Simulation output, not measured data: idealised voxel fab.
Process module heading - voxel ribs on slabs
Section cut is 220 nm wide and gridded with 5 nm square cells.
Reading order for cross-sections: top band down to bottom band. Underlying form: a grid of square cells. Band size: one or more rows of cells. Read a band's entry like this: the first values are the height of its top and the height of its bottom in nm, and what follows is the sequence of materials from left to right, each with its width in nm. Note that "empty" is empty space, and that a single material marked "edge to edge" reaches across the band from edge to edge. The level at which height equals 0 is the one under which the wafer, as it arrives, is entirely one material. No lower edge exists for the bottom band, which continues downward and is notated as in "0 -> down". A two-number width, for instance "30 to 40", indicates that the width is equal to the first number in the top row of the band and to the second number in the bottom row, and that it changes by a constant amount per row of cells. "nothing altered" (step): cross-section cells unchanged, all of them. "Fully enclosed voids" means: voids of 8 cells or more that are shut off from the top with no open way through. Written width x height at distance, distance from the left edge, in nm. Anything after a step's settings on that line? It's the simulator's own note about the step. Steps that use a mask can have "overlay nm" on their line. It says how far the mask sat to the right of where it was meant to be. Negative means to the left.

The following list gives the planned process steps
step 1: RECEIVE | material Si
step 2: DIRECTIONAL_DEP | material SiO2 | thk nm 20
step 3: DIRECTIONAL_DEP | material polySi | thk nm 20
step 4: PATTERN | tone cover | mask id RIB | material resist | width nm 20 | thk nm 20 | overlay nm 0
step 5: DIRECTIONAL_ETCH | etch materials polySi | depth nm 5
step 6: STRIP | etch materials resist
step 7: DIRECTIONAL_DEP | material aC | thk nm 10
step 8: PATTERN | tone cover | mask id SLAB | material resist | width nm 70 | thk nm 30 | overlay nm 0
step 9: DIRECTIONAL_ETCH | etch materials aC | depth nm 10
step 10: STRIP | etch materials resist
step 11: DIRECTIONAL_ETCH | etch materials polySi | depth nm 15
step 12: STRIP | etch materials aC
step 13: FILL_DEP | material SiO2 | thk nm 20
step 14: CMP | height nm 55
step 15: DIRECTIONAL_DEP | material TiN | thk nm 10
step 16: PATTERN | tone cover | mask id HEATER | material resist | width nm 30 | thk nm 15 | overlay nm 0
step 17: DIRECTIONAL_ETCH | etch materials TiN | depth nm 10
step 18: STRIP | etch materials resist
step 19: CONFORMAL_DEP | material SiN | thk nm 5

Concerning the first of two wafers, which was run in accordance with the plan

Cross-section: wafer on arrival = after step 1
* 0 -> down = Si edge to edge
* Fully enclosed voids: none

After step 2
* 20 -> 0 = SiO2 edge to edge
* Lower than 0, everything is as it was.

After step 3
* 40 -> 20 = polySi edge to edge
* Lower than 20, everything is as it was.

After step 4
* 60 -> 40 = 100 empty, 20 resist, 100 empty
* Lower than 40, everything is as it was.

After step 5
* 60 -> 40 = 100 empty, 20 resist, 100 empty
* 40 -> 35 = 100 empty, 20 polySi, 100 empty
* Lower than 35, everything is as it was.

After step 6
* 40 -> 35 = 100 empty, 20 polySi, 100 empty
* Lower than 35, everything is as it was.

After step 7
* 50 -> 45 = 100 empty, 20 aC, 100 empty
* 45 -> 40 = aC edge to edge
* 40 -> 35 = 100 aC, 20 polySi, 100 aC
* Lower than 35, everything is as it was.

After step 8
* 80 -> 50 = 75 empty, 70 resist, 75 empty
* 50 -> 45 = 75 empty, 25 resist, 20 aC, 25 resist, 75 empty
* Lower than 45, everything is as it was.

After step 9
* 70 -> 50 = 75 empty, 70 resist, 75 empty
* 50 -> 45 = 75 empty, 25 resist, 20 aC, 25 resist, 75 empty
* 45 -> 40 = 75 empty, 70 aC, 75 empty
* 40 -> 35 = 75 empty, 25 aC, 20 polySi, 25 aC, 75 empty
* Lower than 35, everything is as it was.

After step 10
* 50 -> 40 = 100 to 75 empty, 20 to 70 aC, 100 to 75 empty
* Lower than 40, everything is as it was.

After step 11
* 50 -> 40 = 100 to 75 empty, 20 to 70 aC, 100 to 75 empty
* 40 -> 35 = 75 empty, 25 aC, 20 polySi, 25 aC, 75 empty
* 35 -> 20 = 75 empty, 70 polySi, 75 empty
* Lower than 20, everything is as it was.

After step 12
* 40 -> 35 = 100 empty, 20 polySi, 100 empty
* Lower than 35, everything is as it was.

After step 13
* 60 -> 40 = SiO2 edge to edge
* 40 -> 35 = 100 SiO2, 20 polySi, 100 SiO2
* 35 -> 20 = 75 SiO2, 70 polySi, 75 SiO2
* Lower than 20, everything is as it was.

After step 14
* 55 -> 40 = SiO2 edge to edge
* Lower than 40, everything is as it was.

After step 15
* 65 -> 55 = TiN edge to edge
* Lower than 55, everything is as it was.

After step 16
* 80 -> 65 = 95 empty, 30 resist, 95 empty
* Lower than 65, everything is as it was.

After step 17
* 80 -> 65 = 95 empty, 30 resist, 95 empty
* 65 -> 55 = 95 empty, 30 TiN, 95 empty
* Lower than 55, everything is as it was.

After step 18
* 65 -> 55 = 95 empty, 30 TiN, 95 empty
* Lower than 55, everything is as it was.

After step 19
* 70 -> 65 = 90 empty, 40 SiN, 90 empty
* 65 -> 60 = 90 empty, 5 SiN, 30 TiN, 5 SiN, 90 empty
* 60 -> 55 = 95 SiN, 30 TiN, 95 SiN
* Lower than 55, everything is as it was.

Second wafer - shared start and plan with the first - one error in running - same as the first up to step 18 inclusive

Cross-sectional view of the second wafer at the intended end time of process step 19: nothing altered
Error vs. plan: no execution of plan step 19; skipped
In the final state, the cell counts of the second wafer exceed or fall short of those of the first for the following materials: -48 SiN
